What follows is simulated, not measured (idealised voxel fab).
Process module heading - voxel gate over fins
In the cross-section labelled cut, the width is 165 nm and each square cell is 5 nm.
Cross-section spec: square-cell grid; bands listed top down; each band is one or more rows. Basically the band line says how high the top is and how high the bottom is, in nm, and then what's in it from left to right, every material with its width in nm. Empty space shows up as "blank", and if a single material carries "everywhere" it runs the full band edge to edge. Measure heights from 0. That's the level where, below it, the as-received wafer is all one material. The lowest band is bottomless and extends downward; write it as in "0 down". A two-number width, for instance "30..40", indicates that the width is equal to the first number in the top row of the band and to the second number in the bottom row, and that it changes by a constant amount per row of cells. A step reported as "stayed the same" is a step in which no cell of the cross-section changed. The list in "Closed internal voids" covers empty spaces of 8 cells or more that cannot reach the top through any open way, and it gives each as width x height at distance; the distance is from the left edge, and width, height and distance are in nm. Whatever follows a step's settings on its line is a remark the simulator itself makes about that step. The line of a step may include "overlay nm". On a step with a mask, this value is how far to the right of its planned place the mask lay. A negative value means the mask lay to the left.
INTENDED PROCESS STEPS
step 1: RECEIVE: material Si
step 2: CONFORMAL_DEP: material SiN, thk nm 5
step 3: PATTERN: tone cover, mask id FINS, material resist, width nm 15, pitch nm 45, thk nm 20, overlay nm 0
step 4: DIRECTIONAL_ETCH: etch materials SiN, depth nm 5
step 5: DIRECTIONAL_ETCH: etch materials Si, depth nm 30
step 6: STRIP: etch materials resist
step 7: FILL_DEP: material SiO2, thk nm 15
step 8: CMP: height nm 5
step 9: SELECTIVE_ETCH: etch materials SiO2, depth nm 20
step 10: STRIP: etch materials SiN
step 11: CONFORMAL_DEP: material HfO2, thk nm 5
step 12: CONFORMAL_DEP: material TiN, thk nm 5
step 13: CONFORMAL_DEP: material TiAl, thk nm 5
step 14: CONFORMAL_DEP: material TiN, thk nm 5
step 15: FILL_DEP: material W, thk nm 10
step 16: CMP: height nm 25
step 17: CONFORMAL_DEP: material SiCN, thk nm 10
CROSS-SECTION, INCOMING MATERIAL, AFTER STEP 1
* 0 down | Si everywhere
* Closed internal voids: none
A WAFER AT THE END: THIS START, THIS PLAN, ONE MISTAKE
* 35 to 25 | SiCN everywhere
* 25 to 20 | W everywhere
* 20 to 15 | TiN everywhere
* 15 to 10 | TiAl everywhere
* 10 to 5 | TiN everywhere
* 5 to 0 | HfO2 55, then TiN 5, then HfO2 40, then TiN 5, then HfO2 60
* 0 to -10 | Si 50, then HfO2 5, then TiN 5, then HfO2 5, then Si 30, then HfO2 5, then TiN 5, then HfO2 5, then Si 55
* -10 to -15 | Si 50, then HfO2 15, then Si 30, then HfO2 15, then Si 55
* -15 to -30 | Si 50, then SiO2 15, then Si 30, then SiO2 15, then Si 55
* -30 down | Si everywhere
* Closed internal voids: none
Deviation noted in wafer processing: step 3 ran as: PATTERN: tone open, mask id FINS, material resist, width nm 15, pitch nm 45, thk nm 20, overlay nm 0
